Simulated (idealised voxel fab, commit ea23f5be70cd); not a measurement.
Process module in this document: voxel capacitor over wiring
Square cell edge 5 nm, section width 190 nm, ID cut.
A cross-section in this document is a grid of square cells, and it is written down as bands, the top band listed before the ones below it; a band is made up of one or more rows of cells.
Look at the band entry: it leads with the top's height and the bottom's height in nm. Then it lists the materials left to right, with a width in nm for each. The word "full width" on a single material says that material fills the band edge to edge. The word "air" is empty space.
Height is counted from the level 0, under which the received wafer is composed throughout of one material. The lowest of the bands is not closed at the bottom but continues downward, in the notation "0 -> down".
Width spec "30 to 40" -> top row of cells at first value, bottom row at second value, equal per-row change in between.
Where a step carries "nothing different", the cross-section came out of it unchanged, cell for cell.
Under "Closed voids list" you'll find the enclosed gaps, the ones with no way out to the top, that are 8 cells or bigger; each reads width x height at distance, with distance counted from the left edge, everything in nm.
Note: text after step settings on the step line = simulator remark on that step.
Steps that use a mask can have "overlay nm" on their line. It says how far the mask sat to the right of where it was meant to be. Negative means to the left.
Note: before/after cross-section pairs follow, one process step per pair, after-side truncated at the lowest changed band, step and settings given beneath. Different runs of this module on the same starting wafer may supply the pairs; a pair continues the one above only where the "State before step" entry says so.

STATE BEFORE STEP
> 70 -> 60  TiN full width
> 60 -> 45  SiO2 (45); TiN (5); W (5); TiN (5); SiO2 (130)
> 45 -> 40  SiCN (45); TiN (15); SiCN (130)
> 40 -> 35  SiO2 full width
> 35 -> 30  SiO2 (30); SiN (35); SiO2 (60); SiN (35); SiO2 (30)
> 30 -> 10  SiO2 (30); SiN (5); Ru (25); SiN (5); SiO2 (60); SiN (5); Ru (25); SiN (5); SiO2 (30)
> 10 -> 5  SiN (35); TiN (25); SiN (70); TiN (25); SiN (35)
> 5 -> 0  SiO2 full width
> 0 -> down  Si full width
> Closed voids list: none

CUT VIEW, POST-STEP
> 75 -> 70  HfO2 full width
> Below 70 it's all the same as before, nothing changed down there.
> Closed voids list: none
Q: step between the cross-sections above? A: DIRECTIONAL_DEP: material HfO2, thk nm 5

State before step: The prior state of this step coincides with the post-step cross-section of the pair just above.

CUT VIEW, POST-STEP
> 85 -> 75  TiN full width
> Below 75 it's all the same as before, nothing changed down there.
> Closed voids list: none
Q: step between the cross-sections above? A: DIRECTIONAL_DEP: material TiN, thk nm 10

State before step: The prior state of this step coincides with the post-step cross-section of the pair just above.

CUT VIEW, POST-STEP
> 100 -> 85  air (45); resist (75); air (70)
> Below 85 it's all the same as before, nothing changed down there.
> Closed voids list: none
Q: step between the cross-sections above? A: PATTERN: tone cover, mask id UPPER_PLATE, material resist, width nm 75, thk nm 15, overlay nm 0

State before step: The prior state of this step coincides with the post-step cross-section of the pair just above.

CUT VIEW, POST-STEP
> 100 -> 85  air (45); resist (75); air (70)
> 85 -> 75  air (45); TiN (75); air (70)
> Below 75 it's all the same as before, nothing changed down there.
> Closed voids list: none
Q: step between the cross-sections above? A: DIRECTIONAL_ETCH: etch materials TiN, depth nm 10

State before step: The prior state of this step coincides with the post-step cross-section of the pair just above.

CUT VIEW, POST-STEP
> 100 -> 85  air (45); resist (75); air (70)
> 85 -> 75  air (45); TiN (75); air (70)
> 75 -> 70  air (45); HfO2 (75); air (70)
> Below 70 it's all the same as before, nothing changed down there.
> Closed voids list: none
Q: step between the cross-sections above? A: DIRECTIONAL_ETCH: etch materials HfO2, depth nm 5

State before step: The prior state of this step coincides with the post-step cross-section of the pair just above.

CUT VIEW, POST-STEP
> 85 -> 75  air (45); TiN (75); air (70)
> Below 75 it's all the same as before, nothing changed down there.
> Closed voids list: none
Q: step between the cross-sections above? A: STRIP: etch materials resist

State before step: The prior state of this step coincides with the post-step cross-section of the pair just above.

CUT VIEW, POST-STEP
> 100 -> 85  air (40); resist (85); air (65)
> 85 -> 75  air (40); resist (5); TiN (75); resist (5); air (65)
> 75 -> 70  air (40); resist (5); HfO2 (75); resist (5); air (65)
> Below 70 it's all the same as before, nothing changed down there.
> Closed voids list: none
Q: step between the cross-sections above? A: PATTERN: tone cover, mask id LOWER_PLATE, material resist, width nm 85, thk nm 15, overlay nm 0

State before step: The prior state of this step coincides with the post-step cross-section of the pair just above.

CUT VIEW, POST-STEP
> 100 -> 85  air (40); resist (85); air (65)
> 85 -> 75  air (40); resist (5); TiN (75); resist (5); air (65)
> 75 -> 70  air (40); resist (5); HfO2 (75); resist (5); air (65)
> 70 -> 60  air (40); TiN (85); air (65)
> Below 60 it's all the same as before, nothing changed down there.
> Closed voids list: none
Q: step between the cross-sections above? A: DIRECTIONAL_ETCH: etch materials TiN, depth nm 10

State before step: The prior state of this step coincides with the post-step cross-section of the pair just above.

CUT VIEW, POST-STEP
> 85 -> 75  air (45); TiN (75); air (70)
> 75 -> 70  air (45); HfO2 (75); air (70)
> Below 70 it's all the same as before, nothing changed down there.
> Closed voids list: none
Q: step between the cross-sections above? A: STRIP: etch materials resist

State before step: The prior state of this step coincides with the post-step cross-section of the pair just above.

CUT VIEW, POST-STEP
> 105 -> 85  SiO2 full width
> 85 -> 75  SiO2 (45); TiN (75); SiO2 (70)
> 75 -> 70  SiO2 (45); HfO2 (75); SiO2 (70)
> 70 -> 60  SiO2 (40); TiN (85); SiO2 (65)
> Below 60 it's all the same as before, nothing changed down there.
> Closed voids list: none
Q: step between the cross-sections above? A: FILL_DEP: material SiO2, thk nm 20

State before step: The prior state of this step coincides with the post-step cross-section of the pair just above.

CUT VIEW, POST-STEP
> 100 -> 85  SiO2 full width
> Below 85 it's all the same as before, nothing changed down there.
> Closed voids list: none
Q: step between the cross-sections above? A: CMP: height nm 100

State before step: The prior state of this step coincides with the post-step cross-section of the pair just above.

CUT VIEW, POST-STEP
> 115 -> 100  aC full width
> Below 100 it's all the same as before, nothing changed down there.
> Closed voids list: none
Q: step between the cross-sections above? A: DIRECTIONAL_DEP: material aC, thk nm 15

State before step: The prior state of this step coincides with the post-step cross-section of the pair just above.

CUT VIEW, POST-STEP
> 145 -> 115  resist (55); air (15); resist (120)
> Below 115 it's all the same as before, nothing changed down there.
> Closed voids list: none
Q: step between the cross-sections above? A: PATTERN: tone open, mask id PLUG_2, material resist, width nm 15, thk nm 30, overlay nm 0

State before step: The prior state of this step coincides with the post-step cross-section of the pair just above.

CUT VIEW, POST-STEP
> 130 -> 115  resist (55); air (15); resist (120)
> 115 -> 100  aC (55); air (15); aC (120)
> Below 100 it's all the same as before, nothing changed down there.
> Closed voids list: none
Q: step between the cross-sections above? A: DIRECTIONAL_ETCH: etch materials aC, depth nm 15

State before step: The prior state of this step coincides with the post-step cross-section of the pair just above.

CUT VIEW, POST-STEP
> 115 -> 100  aC (55); air (15); aC (120)
> Below 100 it's all the same as before, nothing changed down there.
> Closed voids list: none
Q: step between the cross-sections above? A: STRIP: etch materials resist

State before step: The prior state of this step coincides with the post-step cross-section of the pair just above.

CUT VIEW, POST-STEP
> 115 -> 100  aC (55); air (15); aC (120)
> 100 -> 85  SiO2 (55); air (15); SiO2 (120)
> Below 85 it's all the same as before, nothing changed down there.
> Closed voids list: none
Q: step between the cross-sections above? A: DIRECTIONAL_ETCH: etch materials SiO2, depth nm 15

State before step: The prior state of this step coincides with the post-step cross-section of the pair just above.

CUT VIEW, POST-STEP
> 100 -> 85  SiO2 (55); air (15); SiO2 (120)
> Below 85 it's all the same as before, nothing changed down there.
> Closed voids list: none
Q: step between the cross-sections above? A: STRIP: etch materials aC

State before step: The prior state of this step coincides with the post-step cross-section of the pair just above.

CUT VIEW, POST-STEP
> 105 -> 100  TiN (60); air (5); TiN (125)
> 100 -> 90  SiO2 (55); TiN (5); air (5); TiN (5); SiO2 (120)
> 90 -> 85  SiO2 (55); TiN (15); SiO2 (120)
> Below 85 it's all the same as before, nothing changed down there.
> Closed voids list: none
Q: step between the cross-sections above? A: CONFORMAL_DEP: material TiN, thk nm 5

State before step: The prior state of this step coincides with the post-step cross-section of the pair just above.

CUT VIEW, POST-STEP
> 115 -> 105  Cu full width
> 105 -> 100  TiN (60); Cu (5); TiN (125)
> 100 -> 90  SiO2 (55); TiN (5); Cu (5); TiN (5); SiO2 (120)
> Below 90 it's all the same as before, nothing changed down there.
> Closed voids list: none
Q: step between the cross-sections above? A: FILL_DEP: material Cu, thk nm 10

State before step: The prior state of this step coincides with the post-step cross-section of the pair just above.

CUT VIEW, POST-STEP
> 100 -> 90  SiO2 (55); TiN (5); Cu (5); TiN (5); SiO2 (120)
> Below 90 it's all the same as before, nothing changed down there.
> Closed voids list: none
Q: step between the cross-sections above? A: CMP: height nm 100

State before step: The prior state of this step coincides with the post-step cross-section of the pair just above.

CUT VIEW, POST-STEP
> 105 -> 100  SiCN full width
> Below 100 it's all the same as before, nothing changed down there.
> Closed voids list: none
Q: step between the cross-sections above? A: CONFORMAL_DEP: material SiCN, thk nm 5

STATE BEFORE STEP
> 85 -> 75  air (45); TiN (75); air (70)
> 75 -> 70  air (45); HfO2 (75); air (70)
> 70 -> 60  TiN full width
> 60 -> 45  SiO2 (45); TiN (5); W (5); TiN (5); SiO2 (130)
> 45 -> 40  SiCN (45); TiN (15); SiCN (130)
> 40 -> 20  SiO2 (30); SiN (5); Ru (25); SiN (5); SiO2 (60); SiN (5); Ru (25); SiN (5); SiO2 (30)
> 20 -> 15  SiN (35); TiN (25); SiN (70); TiN (25); SiN (35)
> 15 -> 0  SiO2 full width
> 0 -> down  Si full width
> Closed voids list: none

CUT VIEW, POST-STEP
> 100 -> 85  air (35); resist (95); air (60)
> 85 -> 75  air (35); resist (10); TiN (75); resist (10); air (60)
> 75 -> 70  air (35); resist (10); HfO2 (75); resist (10); air (60)
> Below 70 it's all the same as before, nothing changed down there.
> Closed voids list: none
Q: step between the cross-sections above? A: PATTERN: tone cover, mask id LOWER_PLATE, material resist, width nm 95, thk nm 15, overlay nm 0

State before step: The prior state of this step coincides with the post-step cross-section of the pair just above.

CUT VIEW, POST-STEP
> 100 -> 85  air (35); resist (95); air (60)
> 85 -> 75  air (35); resist (10); TiN (75); resist (10); air (60)
> 75 -> 70  air (35); resist (10); HfO2 (75); resist (10); air (60)
> 70 -> 60  air (35); TiN (95); air (60)
> Below 60 it's all the same as before, nothing changed down there.
> Closed voids list: none
Q: step between the cross-sections above? A: DIRECTIONAL_ETCH: etch materials TiN, depth nm 10

State before step: The prior state of this step coincides with the post-step cross-section of the pair just above.

CUT VIEW, POST-STEP
> 85 -> 75  air (45); TiN (75); air (70)
> 75 -> 70  air (45); HfO2 (75); air (70)
> Below 70 it's all the same as before, nothing changed down there.
> Closed voids list: none
Q: step between the cross-sections above? A: STRIP: etch materials resist

State before step: The prior state of this step coincides with the post-step cross-section of the pair just above.

CUT VIEW, POST-STEP
> 105 -> 85  SiO2 full width
> 85 -> 75  SiO2 (45); TiN (75); SiO2 (70)
> 75 -> 70  SiO2 (45); HfO2 (75); SiO2 (70)
> 70 -> 60  SiO2 (35); TiN (95); SiO2 (60)
> Below 60 it's all the same as before, nothing changed down there.
> Closed voids list: none
Q: step between the cross-sections above? A: FILL_DEP: material SiO2, thk nm 20

State before step: The prior state of this step coincides with the post-step cross-section of the pair just above.

CUT VIEW, POST-STEP
> 100 -> 85  SiO2 full width
> Below 85 it's all the same as before, nothing changed down there.
> Closed voids list: none
Q: step between the cross-sections above? A: CMP: height nm 100

State before step: The prior state of this step coincides with the post-step cross-section of the pair just above.

CUT VIEW, POST-STEP
> 115 -> 100  aC full width
> Below 100 it's all the same as before, nothing changed down there.
> Closed voids list: none
Q: step between the cross-sections above? A: DIRECTIONAL_DEP: material aC, thk nm 15

State before step: The prior state of this step coincides with the post-step cross-section of the pair just above.

CUT VIEW, POST-STEP
> 145 -> 115  resist (55); air (15); resist (120)
> Below 115 it's all the same as before, nothing changed down there.
> Closed voids list: none
Q: step between the cross-sections above? A: PATTERN: tone open, mask id PLUG_2, material resist, width nm 15, thk nm 30, overlay nm 0

State before step: The prior state of this step coincides with the post-step cross-section of the pair just above.

CUT VIEW, POST-STEP
> 130 -> 115  resist (55); air (15); resist (120)
> 115 -> 100  aC (55); air (15); aC (120)
> Below 100 it's all the same as before, nothing changed down there.
> Closed voids list: none
Q: step between the cross-sections above? A: DIRECTIONAL_ETCH: etch materials aC, depth nm 15

State before step: The prior state of this step coincides with the post-step cross-section of the pair just above.

CUT VIEW, POST-STEP
> 115 -> 100  aC (55); air (15); aC (120)
> Below 100 it's all the same as before, nothing changed down there.
> Closed voids list: none
Q: step between the cross-sections above? A: STRIP: etch materials resist

State before step: The prior state of this step coincides with the post-step cross-section of the pair just above.

CUT VIEW, POST-STEP
> 115 -> 100  aC (55); air (15); aC (120)
> 100 -> 85  SiO2 (55); air (15); SiO2 (120)
> Below 85 it's all the same as before, nothing changed down there.
> Closed voids list: none
Q: step between the cross-sections above? A: DIRECTIONAL_ETCH: etch materials SiO2, depth nm 15

State before step: The prior state of this step coincides with the post-step cross-section of the pair just above.

CUT VIEW, POST-STEP
> 100 -> 85  SiO2 (55); air (15); SiO2 (120)
> Below 85 it's all the same as before, nothing changed down there.
> Closed voids list: none
Q: step between the cross-sections above? A: STRIP: etch materials aC

State before step: The prior state of this step coincides with the post-step cross-section of the pair just above.

CUT VIEW, POST-STEP
> 105 -> 100  TiN (60); air (5); TiN (125)
> 100 -> 90  SiO2 (55); TiN (5); air (5); TiN (5); SiO2 (120)
> 90 -> 85  SiO2 (55); TiN (15); SiO2 (120)
> Below 85 it's all the same as before, nothing changed down there.
> Closed voids list: none
Q: step between the cross-sections above? A: CONFORMAL_DEP: material TiN, thk nm 5

State before step: The prior state of this step coincides with the post-step cross-section of the pair just above.

CUT VIEW, POST-STEP
> 115 -> 105  Cu full width
> 105 -> 100  TiN (60); Cu (5); TiN (125)
> 100 -> 90  SiO2 (55); TiN (5); Cu (5); TiN (5); SiO2 (120)
> Below 90 it's all the same as before, nothing changed down there.
> Closed voids list: none
Q: step between the cross-sections above? A: FILL_DEP: material Cu, thk nm 10

State before step: The prior state of this step coincides with the post-step cross-section of the pair just above.

CUT VIEW, POST-STEP
> 100 -> 90  SiO2 (55); TiN (5); Cu (5); TiN (5); SiO2 (120)
> Below 90 it's all the same as before, nothing changed down there.
> Closed voids list: none
Q: step between the cross-sections above? A: CMP: height nm 100

State before step: The prior state of this step coincides with the post-step cross-section of the pair just above.

CUT VIEW, POST-STEP
> 105 -> 100  SiCN full width
> Below 100 it's all the same as before, nothing changed down there.
> Closed voids list: none
Q: step between the cross-sections above? A: CONFORMAL_DEP: material SiCN, thk nm 5

STATE BEFORE STEP
> 85 -> 75  TiN full width
> 75 -> 70  HfO2 full width
> 70 -> 60  TiN full width
> 60 -> 45  SiO2 (45); TiN (5); W (5); TiN (5); SiO2 (130)
> 45 -> 40  SiCN (45); TiN (15); SiCN (130)
> 40 -> 20  SiO2 (30); SiN (5); Ru (25); SiN (5); SiO2 (60); SiN (5); Ru (25); SiN (5); SiO2 (30)
> 20 -> 15  SiN (35); TiN (25); SiN (70); TiN (25); SiN (35)
> 15 -> 0  SiO2 full width
> 0 -> down  Si full width
> Closed voids list: none

CUT VIEW, POST-STEP
> 100 -> 85  air (35); resist (75); air (80)
> Below 85 it's all the same as before, nothing changed down there.
> Closed voids list: none
Q: step between the cross-sections above? A: PATTERN: tone cover, mask id UPPER_PLATE, material resist, width nm 75, thk nm 15, overlay nm -10

State before step: The prior state of this step coincides with the post-step cross-section of the pair just above.

CUT VIEW, POST-STEP
> 100 -> 85  air (35); resist (75); air (80)
> 85 -> 75  air (35); TiN (75); air (80)
> Below 75 it's all the same as before, nothing changed down there.
> Closed voids list: none
Q: step between the cross-sections above? A: DIRECTIONAL_ETCH: etch materials TiN, depth nm 10

State before step: The prior state of this step coincides with the post-step cross-section of the pair just above.

CUT VIEW, POST-STEP
> 100 -> 85  air (35); resist (75); air (80)
> 85 -> 75  air (35); TiN (75); air (80)
> 75 -> 70  air (35); HfO2 (75); air (80)
> Below 70 it's all the same as before, nothing changed down there.
> Closed voids list: none
Q: step between the cross-sections above? A: DIRECTIONAL_ETCH: etch materials HfO2, depth nm 5

State before step: The prior state of this step coincides with the post-step cross-section of the pair just above.

CUT VIEW, POST-STEP
> 85 -> 75  air (35); TiN (75); air (80)
> Below 75 it's all the same as before, nothing changed down there.
> Closed voids list: none
Q: step between the cross-sections above? A: STRIP: etch materials resist

State before step: The prior state of this step coincides with the post-step cross-section of the pair just above.

CUT VIEW, POST-STEP
> 100 -> 85  air (40); resist (85); air (65)
> 85 -> 75  air (35); TiN (75); resist (15); air (65)
> 75 -> 70  air (35); HfO2 (75); resist (15); air (65)
> Below 70 it's all the same as before, nothing changed down there.
> Closed voids list: none
Q: step between the cross-sections above? A: PATTERN: tone cover, mask id LOWER_PLATE, material resist, width nm 85, thk nm 15, overlay nm 0

State before step: The prior state of this step coincides with the post-step cross-section of the pair just above.

CUT VIEW, POST-STEP
> 100 -> 85  air (40); resist (85); air (65)
> 85 -> 75  air (40); TiN (70); resist (15); air (65)
> 75 -> 70  air (35); HfO2 (75); resist (15); air (65)
> 70 -> 60  air (35); TiN (90); air (65)
> Below 60 it's all the same as before, nothing changed down there.
> Closed voids list: none
Q: step between the cross-sections above? A: DIRECTIONAL_ETCH: etch materials TiN, depth nm 10

State before step: The prior state of this step coincides with the post-step cross-section of the pair just above.

CUT VIEW, POST-STEP
> 85 -> 75  air (40); TiN (70); air (80)
> 75 -> 70  air (35); HfO2 (75); air (80)
> Below 70 it's all the same as before, nothing changed down there.
> Closed voids list: none
Q: step between the cross-sections above? A: STRIP: etch materials resist

State before step: The prior state of this step coincides with the post-step cross-section of the pair just above.

CUT VIEW, POST-STEP
> 105 -> 85  SiO2 full width
> 85 -> 75  SiO2 (40); TiN (70); SiO2 (80)
> 75 -> 70  SiO2 (35); HfO2 (75); SiO2 (80)
> 70 -> 60  SiO2 (35); TiN (90); SiO2 (65)
> Below 60 it's all the same as before, nothing changed down there.
> Closed voids list: none
Q: step between the cross-sections above? A: FILL_DEP: material SiO2, thk nm 20

State before step: The prior state of this step coincides with the post-step cross-section of the pair just above.

CUT VIEW, POST-STEP
> 100 -> 85  SiO2 full width
> Below 85 it's all the same as before, nothing changed down there.
> Closed voids list: none
Q: step between the cross-sections above? A: CMP: height nm 100

State before step: The prior state of this step coincides with the post-step cross-section of the pair just above.

CUT VIEW, POST-STEP
> 115 -> 100  aC full width
> Below 100 it's all the same as before, nothing changed down there.
> Closed voids list: none
Q: step between the cross-sections above? A: DIRECTIONAL_DEP: material aC, thk nm 15

State before step: The prior state of this step coincides with the post-step cross-section of the pair just above.

CUT VIEW, POST-STEP
> 145 -> 115  resist (55); air (15); resist (120)
> Below 115 it's all the same as before, nothing changed down there.
> Closed voids list: none
Q: step between the cross-sections above? A: PATTERN: tone open, mask id PLUG_2, material resist, width nm 15, thk nm 30, overlay nm 0

State before step: The prior state of this step coincides with the post-step cross-section of the pair just above.

CUT VIEW, POST-STEP
> 130 -> 115  resist (55); air (15); resist (120)
> 115 -> 100  aC (55); air (15); aC (120)
> Below 100 it's all the same as before, nothing changed down there.
> Closed voids list: none
Q: step between the cross-sections above? A: DIRECTIONAL_ETCH: etch materials aC, depth nm 15

State before step: The prior state of this step coincides with the post-step cross-section of the pair just above.

CUT VIEW, POST-STEP
> 115 -> 100  aC (55); air (15); aC (120)
> Below 100 it's all the same as before, nothing changed down there.
> Closed voids list: none
Q: step between the cross-sections above? A: STRIP: etch materials resist

State before step: The prior state of this step coincides with the post-step cross-section of the pair just above.

CUT VIEW, POST-STEP
> 115 -> 100  aC (55); air (15); aC (120)
> 100 -> 85  SiO2 (55); air (15); SiO2 (120)
> Below 85 it's all the same as before, nothing changed down there.
> Closed voids list: none
Q: step between the cross-sections above? A: DIRECTIONAL_ETCH: etch materials SiO2, depth nm 15

State before step: The prior state of this step coincides with the post-step cross-section of the pair just above.

CUT VIEW, POST-STEP
> 100 -> 85  SiO2 (55); air (15); SiO2 (120)
> Below 85 it's all the same as before, nothing changed down there.
> Closed voids list: none
Q: step between the cross-sections above? A: STRIP: etch materials aC

State before step: The prior state of this step coincides with the post-step cross-section of the pair just above.

CUT VIEW, POST-STEP
> 105 -> 100  TiN (60); air (5); TiN (125)
> 100 -> 90  SiO2 (55); TiN (5); air (5); TiN (5); SiO2 (120)
> 90 -> 85  SiO2 (55); TiN (15); SiO2 (120)
> Below 85 it's all the same as before, nothing changed down there.
> Closed voids list: none
Q: step between the cross-sections above? A: CONFORMAL_DEP: material TiN, thk nm 5

State before step: The prior state of this step coincides with the post-step cross-section of the pair just above.

CUT VIEW, POST-STEP
> 115 -> 105  Cu full width
> 105 -> 100  TiN (60); Cu (5); TiN (125)
> 100 -> 90  SiO2 (55); TiN (5); Cu (5); TiN (5); SiO2 (120)
> Below 90 it's all the same as before, nothing changed down there.
> Closed voids list: none
Q: step between the cross-sections above? A: FILL_DEP: material Cu, thk nm 10

State before step: The prior state of this step coincides with the post-step cross-section of the pair just above.

CUT VIEW, POST-STEP
> 100 -> 90  SiO2 (55); TiN (5); Cu (5); TiN (5); SiO2 (120)
> Below 90 it's all the same as before, nothing changed down there.
> Closed voids list: none
Q: step between the cross-sections above? A: CMP: height nm 100

State before step: The prior state of this step coincides with the post-step cross-section of the pair just above.

CUT VIEW, POST-STEP
> 105 -> 100  SiCN full width
> Below 100 it's all the same as before, nothing changed down there.
> Closed voids list: none
Q: step between the cross-sections above? A: CONFORMAL_DEP: material SiCN, thk nm 5

STATE BEFORE STEP
> 0 -> down  Si full width
> Closed voids list: none

CUT VIEW, POST-STEP
> 15 -> 0  SiN full width
> Below 0 it's all the same as before, nothing changed down there.
> Closed voids list: none
Q: step between the cross-sections above? A: CONFORMAL_DEP: material SiN, thk nm 15

State before step: The prior state of this step coincides with the post-step cross-section of the pair just above.

CUT VIEW, POST-STEP
> 20 -> 15  TiN full width
> Below 15 it's all the same as before, nothing changed down there.
> Closed voids list: none
Q: step between the cross-sections above? A: DIRECTIONAL_DEP: material TiN, thk nm 5

State before step: The prior state of this step coincides with the post-step cross-section of the pair just above.

CUT VIEW, POST-STEP
> 40 -> 20  Ru full width
> Below 20 it's all the same as before, nothing changed down there.
> Closed voids list: none
Q: step between the cross-sections above? A: DIRECTIONAL_DEP: material Ru, thk nm 20

State before step: The prior state of this step coincides with the post-step cross-section of the pair just above.

CUT VIEW, POST-STEP
> 60 -> 40  air (35); resist (25); air (70); resist (25); air (35)
> Below 40 it's all the same as before, nothing changed down there.
> Closed voids list: none
Q: step between the cross-sections above? A: PATTERN: tone cover, mask id METAL_1, material resist, width nm 25, pitch nm 95, thk nm 20, overlay nm 0

State before step: The prior state of this step coincides with the post-step cross-section of the pair just above.

CUT VIEW, POST-STEP
> 60 -> 40  air (35); resist (25); air (70); resist (25); air (35)
> 40 -> 20  air (35); Ru (25); air (70); Ru (25); air (35)
> Below 20 it's all the same as before, nothing changed down there.
> Closed voids list: none
Q: step between the cross-sections above? A: DIRECTIONAL_ETCH: etch materials Ru, depth nm 20

State before step: The prior state of this step coincides with the post-step cross-section of the pair just above.

CUT VIEW, POST-STEP
> 60 -> 40  air (35); resist (25); air (70); resist (25); air (35)
> 40 -> 20  air (35); Ru (25); air (70); Ru (25); air (35)
> 20 -> 15  air (35); TiN (25); air (70); TiN (25); air (35)
> Below 15 it's all the same as before, nothing changed down there.
> Closed voids list: none
Q: step between the cross-sections above? A: DIRECTIONAL_ETCH: etch materials TiN, depth nm 5

State before step: The prior state of this step coincides with the post-step cross-section of the pair just above.

CUT VIEW, POST-STEP
> 40 -> 20  air (35); Ru (25); air (70); Ru (25); air (35)
> Below 20 it's all the same as before, nothing changed down there.
> Closed voids list: none
Q: step between the cross-sections above? A: STRIP: etch materials resist

State before step: The prior state of this step coincides with the post-step cross-section of the pair just above.

CUT VIEW, POST-STEP
> 45 -> 40  air (30); SiN (35); air (60); SiN (35); air (30)
> 40 -> 20  air (30); SiN (5); Ru (25); SiN (5); air (60); SiN (5); Ru (25); SiN (5); air (30)
> 20 -> 15  SiN (35); TiN (25); SiN (70); TiN (25); SiN (35)
> Below 15 it's all the same as before, nothing changed down there.
> Closed voids list: none
Q: step between the cross-sections above? A: CONFORMAL_DEP: material SiN, thk nm 5

State before step: The prior state of this step coincides with the post-step cross-section of the pair just above.

CUT VIEW, POST-STEP
> 50 -> 45  SiO2 full width
> 45 -> 40  SiO2 (30); SiN (35); SiO2 (60); SiN (35); SiO2 (30)
> 40 -> 20  SiO2 (30); SiN (5); Ru (25); SiN (5); SiO2 (60); SiN (5); Ru (25); SiN (5); SiO2 (30)
> Below 20 it's all the same as before, nothing changed down there.
> Closed voids list: none
Q: step between the cross-sections above? A: FILL_DEP: material SiO2, thk nm 5

State before step: The prior state of this step coincides with the post-step cross-section of the pair just above.

CUT VIEW, POST-STEP
> 40 -> 20  SiO2 (30); SiN (5); Ru (25); SiN (5); SiO2 (60); SiN (5); Ru (25); SiN (5); SiO2 (30)
> Below 20 it's all the same as before, nothing changed down there.
> Closed voids list: none
Q: step between the cross-sections above? A: CMP: height nm 40

State before step: The prior state of this step coincides with the post-step cross-section of the pair just above.

CUT VIEW, POST-STEP
> 45 -> 40  SiCN full width
> Below 40 it's all the same as before, nothing changed down there.
> Closed voids list: none
Q: step between the cross-sections above? A: CONFORMAL_DEP: material SiCN, thk nm 5

State before step: The prior state of this step coincides with the post-step cross-section of the pair just above.

CUT VIEW, POST-STEP
> 60 -> 45  SiO2 full width
> Below 45 it's all the same as before, nothing changed down there.
> Closed voids list: none
Q: step between the cross-sections above? A: DIRECTIONAL_DEP: material SiO2, thk nm 15

State before step: The prior state of this step coincides with the post-step cross-section of the pair just above.

CUT VIEW, POST-STEP
> 75 -> 60  aC full width
> Below 60 it's all the same as before, nothing changed down there.
> Closed voids list: none
Q: step between the cross-sections above? A: DIRECTIONAL_DEP: material aC, thk nm 15

State before step: The prior state of this step coincides with the post-step cross-section of the pair just above.

CUT VIEW, POST-STEP
> 105 -> 75  resist (45); air (15); resist (130)
> Below 75 it's all the same as before, nothing changed down there.
> Closed voids list: none
Q: step between the cross-sections above? A: PATTERN: tone open, mask id PLUG_1, material resist, width nm 15, thk nm 30, overlay nm 0

State before step: The prior state of this step coincides with the post-step cross-section of the pair just above.

CUT VIEW, POST-STEP
> 90 -> 75  resist (45); air (15); resist (130)
> 75 -> 60  aC (45); air (15); aC (130)
> Below 60 it's all the same as before, nothing changed down there.
> Closed voids list: none
Q: step between the cross-sections above? A: DIRECTIONAL_ETCH: etch materials aC, depth nm 15

State before step: The prior state of this step coincides with the post-step cross-section of the pair just above.

CUT VIEW, POST-STEP
> 75 -> 60  aC (45); air (15); aC (130)
> Below 60 it's all the same as before, nothing changed down there.
> Closed voids list: none
Q: step between the cross-sections above? A: STRIP: etch materials resist

State before step: The prior state of this step coincides with the post-step cross-section of the pair just above.

CUT VIEW, POST-STEP
> 75 -> 60  aC (45); air (15); aC (130)
> 60 -> 45  SiO2 (45); air (15); SiO2 (130)
> Below 45 it's all the same as before, nothing changed down there.
> Closed voids list: none
Q: step between the cross-sections above? A: DIRECTIONAL_ETCH: etch materials SiO2, depth nm 15

State before step: The prior state of this step coincides with the post-step cross-section of the pair just above.

CUT VIEW, POST-STEP
> 75 -> 60  aC (45); air (15); aC (130)
> 60 -> 45  SiO2 (45); air (15); SiO2 (130)
> 45 -> 40  SiCN (45); air (15); SiCN (130)
> Below 40 it's all the same as before, nothing changed down there.
> Closed voids list: none
Q: step between the cross-sections above? A: DIRECTIONAL_ETCH: etch materials SiCN, depth nm 5

State before step: The prior state of this step coincides with the post-step cross-section of the pair just above.

CUT VIEW, POST-STEP
> 60 -> 45  SiO2 (45); air (15); SiO2 (130)
> Below 45 it's all the same as before, nothing changed down there.
> Closed voids list: none
Q: step between the cross-sections above? A: STRIP: etch materials aC

State before step: The prior state of this step coincides with the post-step cross-section of the pair just above.

CUT VIEW, POST-STEP
> 65 -> 60  TiN (50); air (5); TiN (135)
> 60 -> 45  SiO2 (45); TiN (5); air (5); TiN (5); SiO2 (130)
> 45 -> 40  SiCN (45); TiN (15); SiCN (130)
> Below 40 it's all the same as before, nothing changed down there.
> Closed voids list: none
Q: step between the cross-sections above? A: CONFORMAL_DEP: material TiN, thk nm 5

State before step: The prior state of this step coincides with the post-step cross-section of the pair just above.

CUT VIEW, POST-STEP
> 70 -> 65  W full width
> 65 -> 60  TiN (50); W (5); TiN (135)
> 60 -> 45  SiO2 (45); TiN (5); W (5); TiN (5); SiO2 (130)
> Below 45 it's all the same as before, nothing changed down there.
> Closed voids list: none
Q: step between the cross-sections above? A: FILL_DEP: material W, thk nm 5

State before step: The prior state of this step coincides with the post-step cross-section of the pair just above.

CUT VIEW, POST-STEP
> 60 -> 45  SiO2 (45); TiN (5); W (5); TiN (5); SiO2 (130)
> Below 45 it's all the same as before, nothing changed down there.
> Closed voids list: none
Q: step between the cross-sections above? A: CMP: height nm 60

State before step: The prior state of this step coincides with the post-step cross-section of the pair just above.

CUT VIEW, POST-STEP
> 70 -> 60  TiN full width
> Below 60 it's all the same as before, nothing changed down there.
> Closed voids list: none
Q: step between the cross-sections above? A: DIRECTIONAL_DEP: material TiN, thk nm 10

State before step: The prior state of this step coincides with the post-step cross-section of the pair just above.

CUT VIEW, POST-STEP
> 75 -> 70  HfO2 full width
> Below 70 it's all the same as before, nothing changed down there.
> Closed voids list: none
Q: step between the cross-sections above? A: DIRECTIONAL_DEP: material HfO2, thk nm 5

State before step: The prior state of this step coincides with the post-step cross-section of the pair just above.

CUT VIEW, POST-STEP
> 85 -> 75  TiN full width
> Below 75 it's all the same as before, nothing changed down there.
> Closed voids list: none
Q: step between the cross-sections above? A: DIRECTIONAL_DEP: material TiN, thk nm 10

State before step: The prior state of this step coincides with the post-step cross-section of the pair just above.

CUT VIEW, POST-STEP
> 100 -> 85  air (45); resist (75); air (70)
> Below 85 it's all the same as before, nothing changed down there.
> Closed voids list: none
Q: step between the cross-sections above? A: PATTERN: tone cover, mask id UPPER_PLATE, material resist, width nm 75, thk nm 15, overlay nm 0
